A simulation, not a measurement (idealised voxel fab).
Name of the process module below: voxel released beams
The width of the displayed cross-section, cut, is 250 nm; its cells are square, with a size of 5 nm.
Cross-sections here: square-cell grids, written as top-down lists of bands, a band being one or more rows of cells.
Band: top height; bottom height; in nm. Then, left to right: material with width in nm, for each material. "edge to edge": a single material spanning edge to edge. "blank": empty space.
We count height from 0. Below that, the starting wafer is all one material. The lowest band never ends at the bottom but goes on down; see "0 down" for how that is written.
The two numbers in a width such as "30 to 40" mark its ends across the band: the first belongs to the top row of cells, the second to the bottom row, and from each row to the next the width moves by the same amount.
When a step is marked "nothing altered", none of the cells in the cross-section changed during that step.
"Closed void listing": empty spaces of 8 cells or more with no open way to the top, each given as width x height at distance, distance from the left edge, all in nm.
It should be noted that, on the line of a given step, the content following the step's settings is a remark produced by the simulator itself with respect to that step.
overlay nm: mask offset rightward from planned place, masked step; negative means leftward offset.

LIST OF PLANNED PROCESS STEPS
1) RECEIVE [material Si]
2) CONFORMAL_DEP [material Al2O3] [thk nm 10]
3) DIRECTIONAL_DEP [material SiO2] [thk nm 20]
4) DIRECTIONAL_DEP [material aC] [thk nm 15]
5) PATTERN [tone open] [mask id ANCHOR] [material resist] [width nm 30] [thk nm 35] [overlay nm 0]
6) DIRECTIONAL_ETCH [etch materials aC] [depth nm 15]
7) STRIP [etch materials resist]
8) DIRECTIONAL_ETCH [etch materials SiO2] [depth nm 20]
9) STRIP [etch materials aC]
10) CONFORMAL_DEP [material W] [thk nm 10]
11) DIRECTIONAL_DEP [material aC] [thk nm 10]
12) PATTERN [tone cover] [mask id BEAM] [material resist] [width nm 90] [thk nm 25] [overlay nm 0]
13) DIRECTIONAL_ETCH [etch materials aC] [depth nm 10]
14) STRIP [etch materials resist]
15) DIRECTIONAL_ETCH [etch materials W] [depth nm 10]
16) STRIP [etch materials aC]
17) STRIP [etch materials SiO2]

INCOMING WAFER IN CROSS-SECTION (STATE: AFTER STEP 1)
	0 down | Si edge to edge
	Closed void listing: none

HERE'S THE CROSS-SECTION OF THE FIRST OF OUR TWO WAFERS AT THE END OF THE MODULE - IT RAN AS PLANNED
	40 to 30 | blank 75 nm; W 15 nm; blank 10 nm; W 65 nm; blank 85 nm
	30 to 20 | blank 80 nm; W 10 nm; blank 10 nm; W 10 nm; blank 140 nm
	20 to 10 | blank 80 nm; W 30 nm; blank 140 nm
	10 to 0 | Al2O3 edge to edge
	0 down | Si edge to edge
	Closed void listing: none

END OF MODULE, SECOND WAFER, CROSS-SECTION. STARTED LIKE THE FIRST, PLANNED LIKE THE FIRST, RUN WITH ONE MISTAKE
	30 to 20 | blank 75 nm; W 15 nm; blank 10 nm; W 65 nm; blank 85 nm
	20 to 10 | blank 80 nm; W 10 nm; blank 10 nm; W 10 nm; blank 140 nm
	10 to 0 | blank 80 nm; W 30 nm; blank 140 nm
	0 down | Si edge to edge
	Closed void listing: none
Finding, execution versus plan: the plan's step 2 went unexecuted, having been skipped
FYI, end of process, the second wafer has more or fewer cells of some materials than the first: 100 fewer of Al2O3
